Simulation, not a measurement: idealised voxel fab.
process module | voxel self aligned vias
cross-section cut | 290 nm wide | cells 5 nm
A cross-section is a grid of square cells, given in bands from the top down. A band is one or more rows of cells.
Each band's line starts with the height of the band's top and of its bottom, in nm. Then come its materials from left to right, each with its width in nm. One material with "throughout" fills the band from edge to edge. "air" is empty space.
Height 0 is the level under which the wafer as received is all one material. The lowest band goes on downwards, as in "0 down".
A width such as "30 to 40" changes by the same amount from each row of cells to the next, from the band's top row to its bottom row.
"no change" after a step means that no cell of the cross-section changed.
closed voids: empty space of 8 cells or more with no open way to the top, each as width x height at its distance from the left edge, in nm
after a step's settings: what the simulator itself notes on the step
overlay nm, on a step with a mask: how far to the right of its planned place the mask lay; to the left if negative
plan
1 op RECEIVE | material Si
2 op CONFORMAL_DEP | material SiO2 | thk nm 10
3 op CONFORMAL_DEP | material SiCN | thk nm 5
4 op DIRECTIONAL_DEP | material lowk | thk nm 25
5 op MASKED_ETCH | tone open | mask id LINES | width nm 25 | pitch nm 65 | etch materials lowk | depth nm 25 | overlay nm 0
6 op CONFORMAL_DEP | material TiN | thk nm 5
7 op FILL_DEP | material Ru | thk nm 5
8 op CMP | height nm 40
9 op SELECTIVE_ETCH | etch materials W Ru TiN | depth nm 10
10 op FILL_DEP | material SiN | thk nm 10
11 op CMP | height nm 40
12 op DIRECTIONAL_DEP | material lowk | thk nm 20
13 op MASKED_ETCH | tone open | mask id VIAS | width nm 45 | etch materials lowk | depth nm 20 | overlay nm 0
14 op MASKED_ETCH | tone open | mask id VIAS | width nm 45 | etch materials SiN | depth nm 10 | overlay nm 0
15 op CONFORMAL_DEP | material TiN | thk nm 5
16 op FILL_DEP | material Ru | thk nm 10
17 op CMP | height nm 60
18 op CONFORMAL_DEP | material SiCN | thk nm 5
first wafer, as planned
as received, after step 1
  0 down: Si throughout
  closed voids: none
after step 2
  10 to 0: SiO2 throughout
  below 0: unchanged
after step 3
  15 to 10: SiCN throughout
  below 10: unchanged
after step 4
  40 to 15: lowk throughout
  below 15: unchanged
after step 5
  40 to 15: lowk 100 | air 25 | lowk 40 | air 25 | lowk 100
  below 15: unchanged
after step 6
  45 to 40: TiN 105 | air 15 | TiN 50 | air 15 | TiN 105
  40 to 20: lowk 100 | TiN 5 | air 15 | TiN 5 | lowk 40 | TiN 5 | air 15 | TiN 5 | lowk 100
  20 to 15: lowk 100 | TiN 25 | lowk 40 | TiN 25 | lowk 100
  below 15: unchanged
after step 7
  50 to 45: Ru throughout
  45 to 40: TiN 105 | Ru 15 | TiN 50 | Ru 15 | TiN 105
  40 to 20: lowk 100 | TiN 5 | Ru 15 | TiN 5 | lowk 40 | TiN 5 | Ru 15 | TiN 5 | lowk 100
  below 20: unchanged
after step 8
  40 to 20: lowk 100 | TiN 5 | Ru 15 | TiN 5 | lowk 40 | TiN 5 | Ru 15 | TiN 5 | lowk 100
  below 20: unchanged
after step 9
  40 to 30: lowk 100 | air 25 | lowk 40 | air 25 | lowk 100
  below 30: unchanged
after step 10
  50 to 40: SiN throughout
  40 to 30: lowk 100 | SiN 25 | lowk 40 | SiN 25 | lowk 100
  below 30: unchanged
after step 11
  40 to 30: lowk 100 | SiN 25 | lowk 40 | SiN 25 | lowk 100
  below 30: unchanged
after step 12
  60 to 40: lowk throughout
  below 40: unchanged
after step 13
  60 to 40: lowk 90 | air 45 | lowk 155
  below 40: unchanged
after step 14
  60 to 40: lowk 90 | air 45 | lowk 155
  40 to 30: lowk 100 | air 25 | lowk 40 | SiN 25 | lowk 100
  below 30: unchanged
after step 15
  65 to 60: TiN 95 | air 35 | TiN 160
  60 to 45: lowk 90 | TiN 5 | air 35 | TiN 5 | lowk 155
  45 to 40: lowk 90 | TiN 15 | air 15 | TiN 15 | lowk 155
  40 to 35: lowk 100 | TiN 5 | air 15 | TiN 5 | lowk 40 | SiN 25 | lowk 100
  35 to 30: lowk 100 | TiN 25 | lowk 40 | SiN 25 | lowk 100
  below 30: unchanged
after step 16
  75 to 65: Ru throughout
  65 to 60: TiN 95 | Ru 35 | TiN 160
  60 to 45: lowk 90 | TiN 5 | Ru 35 | TiN 5 | lowk 155
  45 to 40: lowk 90 | TiN 15 | Ru 15 | TiN 15 | lowk 155
  40 to 35: lowk 100 | TiN 5 | Ru 15 | TiN 5 | lowk 40 | SiN 25 | lowk 100
  below 35: unchanged
after step 17
  60 to 45: lowk 90 | TiN 5 | Ru 35 | TiN 5 | lowk 155
  below 45: unchanged
after step 18
  65 to 60: SiCN throughout
  below 60: unchanged
second wafer: like start, like plan, one mistake. Through step 16 it matches the first wafer
when step 17 should have ended: no change
when step 18 should have ended
  80 to 75: SiCN throughout
  below 75: unchanged
what went wrong: step 17 was left out
at the end the second wafer has, in cells: 123 more of Ru | 51 more of TiN
